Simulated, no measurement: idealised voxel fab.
Process module name: voxel self aligned vias
The cross-section on display is named cut; it measures 185 nm wide, and its cells are 5 nm squares.
When this document writes out a cross-section, it uses a grid of square cells and lists it as bands, beginning at the top and moving down, with a band standing for one or more rows of cells. Heads up on the band format: heights come first, top then bottom, in nm. After that it's the materials left to right, each with its width in nm. A single material flagged "all across" fills the whole band edge to edge, and "blank" means there's empty space there. Counting heights begins at 0, where everything beneath is, in the wafer as received, one material. The lowest band has no bottom; it goes on downwards, as "top 0, no bottom" shows. The width entry "30->40" should be interpreted row by row: the top row of cells in the band takes the first number, the bottom row takes the second number, and the change between adjacent rows is uniform throughout. Step note "remains unaltered" = no cross-section cell changed. If an empty space has no open way to the top and is at least 8 cells in size, "Listed closed voids" lists it, written width x height at distance, where distance is measured from the left edge and every value is in nm. The remark found on a step's line after its settings is issued by the simulator itself and pertains to that step. A step's line can hold "overlay nm"; with a mask on that step, the setting says how far right of the planned place the mask lay, while a negative setting says it lay to the left.

**List of planned process steps**
step 1: op RECEIVE | material Si
step 2: op CONFORMAL_DEP | material SiO2 | thk nm 15
step 3: op CONFORMAL_DEP | material SiCN | thk nm 5
step 4: op DIRECTIONAL_DEP | material lowk | thk nm 30
step 5: op PATTERN | tone open | mask id LINES | material resist | width nm 20 | pitch nm 60 | thk nm 15 | overlay nm 0
step 6: op DIRECTIONAL_ETCH | etch materials lowk | depth nm 30
step 7: op STRIP | etch materials resist
step 8: op CONFORMAL_DEP | material TiN | thk nm 5
step 9: op FILL_DEP | material Ru | thk nm 10
step 10: op CMP | height nm 50
step 11: op SELECTIVE_ETCH | etch materials W Ru TiN | depth nm 10
step 12: op FILL_DEP | material SiN | thk nm 10
step 13: op CMP | height nm 50
step 14: op DIRECTIONAL_DEP | material lowk | thk nm 15
step 15: op PATTERN | tone open | mask id VIAS | material resist | width nm 30 | pitch nm 60 | thk nm 20 | overlay nm 0
step 16: op DIRECTIONAL_ETCH | etch materials lowk | depth nm 15
step 17: op DIRECTIONAL_ETCH | etch materials SiN | depth nm 10
step 18: op STRIP | etch materials resist
step 19: op CONFORMAL_DEP | material TiN | thk nm 5
step 20: op FILL_DEP | material Ru | thk nm 5
step 21: op CMP | height nm 65
step 22: op CONFORMAL_DEP | material SiN | thk nm 5

**Cross-sectional view of the wafer in its as-received condition, corresponding to the state after step 1**
> top 0, no bottom = Si all across
> Listed closed voids: none

**One mistake in running the module, otherwise start and plan as above: cross-section at the end**
> top 70, bottom 65 = SiN all across
> top 65, bottom 55 = 15 lowk, then 5 TiN, then 20 Ru, then 5 TiN, then 30 lowk, then 5 TiN, then 20 Ru, then 5 TiN, then 30 lowk, then 5 TiN, then 20 Ru, then 5 TiN, then 20 lowk
> top 55, bottom 45 = 15->25 lowk, then 15->5 TiN, then 10 Ru, then 5 TiN, then 30->40 lowk, then 15->5 TiN, then 10 Ru, then 5 TiN, then 30->40 lowk, then 15->5 TiN, then 10 Ru, then 5 TiN, then 20 lowk
> top 45, bottom 40 = 25 lowk, then 20 TiN, then 40 lowk, then 20 TiN, then 40 lowk, then 20 TiN, then 20 lowk
> top 40, bottom 25 = 25 lowk, then 5 TiN, then 10 Ru, then 5 TiN, then 40 lowk, then 5 TiN, then 10 Ru, then 5 TiN, then 40 lowk, then 5 TiN, then 10 Ru, then 5 TiN, then 20 lowk
> top 25, bottom 20 = 25 lowk, then 20 TiN, then 40 lowk, then 20 TiN, then 40 lowk, then 20 TiN, then 20 lowk
> top 20, bottom 15 = SiCN all across
> top 15, bottom 0 = SiO2 all across
> top 0, no bottom = Si all across
> Listed closed voids: none
Diagnosis: planned and actual differ for step 5; actual: op PATTERN | tone open | mask id LINES | material resist | width nm 20 | pitch nm 60 | thk nm 15 | overlay nm 5
